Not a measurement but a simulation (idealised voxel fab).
Process module in this document: voxel wiring stack
cross-section cut | 160 nm wide | cells 5 nm
Reading order for cross-sections: top band down to bottom band. Underlying form: a grid of square cells. Band size: one or more rows of cells.
Band: top height; bottom height; in nm. Then, left to right: material with width in nm, for each material. "throughout": a single material spanning edge to edge. "air": empty space.
Note: height 0 marks the level under which the wafer is uniformly one material as received. Lowest band unbounded below, written "0 -> down".
Graded width ("30..40"): value in top row of band = first number; value in bottom row = second number; row-to-row change constant.
Given "no modification" for a step, no cell of the cross-section differs between before and after that step.
Entry "Enclosed voids". Content: empty spaces with no open connection to the top, size 8 cells or greater. Each: width x height at distance. Distance: from left edge. Unit: nm.
The remark found on a step's line after its settings is issued by the simulator itself and pertains to that step.
overlay nm: how far to the right of its planned place the mask lay on this masked step (negative: to the left).
-- So here's the lineup of process steps we planned
1 op RECEIVE | material Si
2 op CONFORMAL_DEP | material SiO2 | thk nm 15
3 op CONFORMAL_DEP | material SiN | thk nm 5
4 op DIRECTIONAL_DEP | material SiO2 | thk nm 15
5 op PATTERN | tone open | mask id METAL_1 | material resist | width nm 30 | pitch nm 45 | thk nm 15 | overlay nm 0
6 op DIRECTIONAL_ETCH | etch materials SiO2 | depth nm 15
7 op DIRECTIONAL_ETCH | etch materials SiN | depth nm 5
8 op STRIP | etch materials resist
9 op CONFORMAL_DEP | material TiN | thk nm 5
10 op FILL_DEP | material W | thk nm 10
11 op CMP | height nm 35
12 op CONFORMAL_DEP | material SiCN | thk nm 5
13 op DIRECTIONAL_DEP | material SiO2 | thk nm 20
14 op PATTERN | tone open | mask id PLUG_1 | material resist | width nm 15 | thk nm 15 | overlay nm 0
15 op DIRECTIONAL_ETCH | etch materials SiO2 | depth nm 20
16 op DIRECTIONAL_ETCH | etch materials SiCN | depth nm 5
17 op STRIP | etch materials resist
18 op EPI | material Ru | thk nm 10
19 op EPI | material Ru | thk nm 10
20 op EPI | material Ru | thk nm 5
21 op CONFORMAL_DEP | material SiCN | thk nm 5
22 op DIRECTIONAL_DEP | material SiO2 | thk nm 15
23 op PATTERN | tone open | mask id METAL_2 | material resist | width nm 30 | pitch nm 45 | thk nm 20 | overlay nm 0
24 op DIRECTIONAL_ETCH | etch materials SiO2 | depth nm 15
25 op DIRECTIONAL_ETCH | etch materials SiCN | depth nm 5
26 op STRIP | etch materials resist
27 op CONFORMAL_DEP | material TiN | thk nm 5
28 op FILL_DEP | material Ru | thk nm 5
29 op CMP | height nm 80
30 op CONFORMAL_DEP | material SiCN | thk nm 5
31 op DIRECTIONAL_DEP | material lowk | thk nm 15
32 op PATTERN | tone open | mask id PLUG_2 | material resist | width nm 15 | thk nm 15 | overlay nm 0
33 op DIRECTIONAL_ETCH | etch materials lowk | depth nm 15
34 op DIRECTIONAL_ETCH | etch materials SiCN | depth nm 5
35 op STRIP | etch materials resist
36 op CONFORMAL_DEP | material TiN | thk nm 5
37 op FILL_DEP | material Ru | thk nm 10
38 op CMP | height nm 100
39 op CONFORMAL_DEP | material SiN | thk nm 5
40 op DIRECTIONAL_DEP | material lowk | thk nm 25
41 op PATTERN | tone open | mask id METAL_3 | material resist | width nm 30 | pitch nm 45 | thk nm 15 | overlay nm 0
42 op DIRECTIONAL_ETCH | etch materials lowk | depth nm 25
43 op DIRECTIONAL_ETCH | etch materials SiN | depth nm 5
44 op STRIP | etch materials resist
45 op CONFORMAL_DEP | material TiN | thk nm 5
46 op FILL_DEP | material W | thk nm 10
47 op CMP | height nm 130
48 op CONFORMAL_DEP | material SiCN | thk nm 5
-- Wafer as received: cross-section following step 1
* 0 -> down  Si throughout
* Enclosed voids: none
-- Same starting wafer, same plan as above, one mistake in the execution; this is the cross-section at the end of the module
* 135 -> 130  SiCN throughout
* 130 -> 105  lowk 45; TiN 5; W 15; TiN 5; lowk 20; TiN 5; W 15; TiN 5; lowk 45
* 105 -> 100  SiN 45; TiN 25; SiN 20; TiN 25; SiN 45
* 100 -> 85  lowk 40; TiN 5; Ru 5; TiN 5; lowk 105
* 85 -> 80  SiCN 40; TiN 15; SiCN 105
* 80 -> 65  SiO2 40; TiN 5; Ru 20; TiN 5; SiO2 15; TiN 5; Ru 20; TiN 5; SiO2 45
* 65 -> 60  SiCN 40; TiN 30; SiCN 15; TiN 30; SiCN 45
* 60 -> 40  SiO2 40; Ru 15; SiO2 105
* 40 -> 35  SiCN 40; Ru 15; SiCN 105
* 35 -> 20  SiO2 40; TiN 5; W 20; TiN 5; SiO2 15; TiN 5; W 20; TiN 5; SiO2 45
* 20 -> 15  SiN 40; TiN 30; SiN 15; TiN 30; SiN 45
* 15 -> 0  SiO2 throughout
* 0 -> down  Si throughout
* Enclosed voids: none
It is concluded that the wafer was processed incorrectly with respect to the plan, in that note that step 41 departed from the planned setting and was carried out as op PATTERN | tone open | mask id METAL_3 | material resist | width nm 25 | pitch nm 45 | thk nm 15 | overlay nm 0
